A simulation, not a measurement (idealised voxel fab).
A process module follows: voxel air gaps.
In the cross-section labelled cut, the width is 295 nm and each square cell is 5 nm.
Throughout this document, each cross-section is represented as a grid of square cells and is presented as a sequence of bands enumerated from the top downward, where a band comprises one or more rows of cells. Per band: top height and bottom height in nm, followed by the left-to-right materials and their widths in nm; "throughout" marks a single material spanning edge to edge, "air" marks empty space. A quick word on heights: they are counted from 0, and under that level the wafer as it came to us is one material throughout. The lowest band is different from the rest in having no bottom; it simply continues downward, written as in "0 nm and below". Think of "30 to 40" as a width that walks from the first number to the second as you go down the band, top row to bottom row, taking equal-sized steps from row to row. "everything unchanged" after a step means that no cell of the cross-section changed. Voids not open to the top, 8 cells minimum: see "Sealed void inventory". Written width x height at distance; distance is from the left edge; nm. Post-settings text on a step line: simulator's own remark regarding the step. overlay nm: how far to the right of its planned place the mask lay on this masked step (negative: to the left).

## Planned process steps
| 1 | RECEIVE,material Si |
| 2 | CONFORMAL_DEP,material SiO2,thk nm 10 |
| 3 | CONFORMAL_DEP,material SiCN,thk nm 5 |
| 4 | DIRECTIONAL_DEP,material SiO2,thk nm 30 |
| 5 | PATTERN,tone open,mask id LINES,material resist,width nm 25,pitch nm 55,thk nm 15,overlay nm 0 |
| 6 | DIRECTIONAL_ETCH,etch materials SiO2,depth nm 30 |
| 7 | STRIP,etch materials resist |
| 8 | CONFORMAL_DEP,material TiN,thk nm 5 |
| 9 | FILL_DEP,material Ru,thk nm 5 |
| 10 | CMP,height nm 45 |
| 11 | EPI,material Ru,thk nm 10 |
| 12 | SELECTIVE_ETCH,etch materials SiO2,depth nm 40 |
| 13 | CONFORMAL_DEP,material SiCN,thk nm 5 |

## Incoming wafer in cross-section (state: after step 1)
* 0 nm and below: Si throughout
* Sealed void inventory: none

## End-of-module cross-section. Starting structure and process plan as above; one mistake made in running it
* 60 nm to 55 nm: 40 of air, then 50 of SiCN, then 5 of air, then 50 of SiCN, then 5 of air, then 50 of SiCN, then 5 of air, then 50 of SiCN, then 40 of air
* 55 nm to 45 nm: 40 of air, then 5 of SiCN, then 40 of Ru, then 5 of SiCN, then 5 of air, then 5 of SiCN, then 40 of Ru, then 5 of SiCN, then 5 of air, then 5 of SiCN, then 40 of Ru, then 5 of SiCN, then 5 of air, then 5 of SiCN, then 40 of Ru, then 5 of SiCN, then 40 of air
* 45 nm to 40 nm: 40 of air, then 15 of SiCN, then 5 of TiN, then 10 of Ru, then 5 of TiN, then 15 of SiCN, then 5 of air, then 15 of SiCN, then 5 of TiN, then 10 of Ru, then 5 of TiN, then 15 of SiCN, then 5 of air, then 15 of SiCN, then 5 of TiN, then 10 of Ru, then 5 of TiN, then 15 of SiCN, then 5 of air, then 15 of SiCN, then 5 of TiN, then 10 of Ru, then 5 of TiN, then 15 of SiCN, then 40 of air
* 40 nm to 20 nm: 50 of air, then 5 of SiCN, then 5 of TiN, then 10 of Ru, then 5 of TiN, then 5 of SiCN, then 25 of air, then 5 of SiCN, then 5 of TiN, then 10 of Ru, then 5 of TiN, then 5 of SiCN, then 25 of air, then 5 of SiCN, then 5 of TiN, then 10 of Ru, then 5 of TiN, then 5 of SiCN, then 25 of air, then 5 of SiCN, then 5 of TiN, then 10 of Ru, then 5 of TiN, then 5 of SiCN, then 50 of air
* 20 nm to 15 nm: 55 of SiCN, then 20 of TiN, then 35 of SiCN, then 20 of TiN, then 35 of SiCN, then 20 of TiN, then 35 of SiCN, then 20 of TiN, then 55 of SiCN
* 15 nm to 10 nm: SiCN throughout
* 10 nm to 0 nm: SiO2 throughout
* 0 nm and below: Si throughout
* Sealed void inventory: none
What was done differently from what was planned? heads up, step 5 didn't go per plan, it actually ran as PATTERN,tone open,mask id LINES,material resist,width nm 20,pitch nm 55,thk nm 15,overlay nm 0
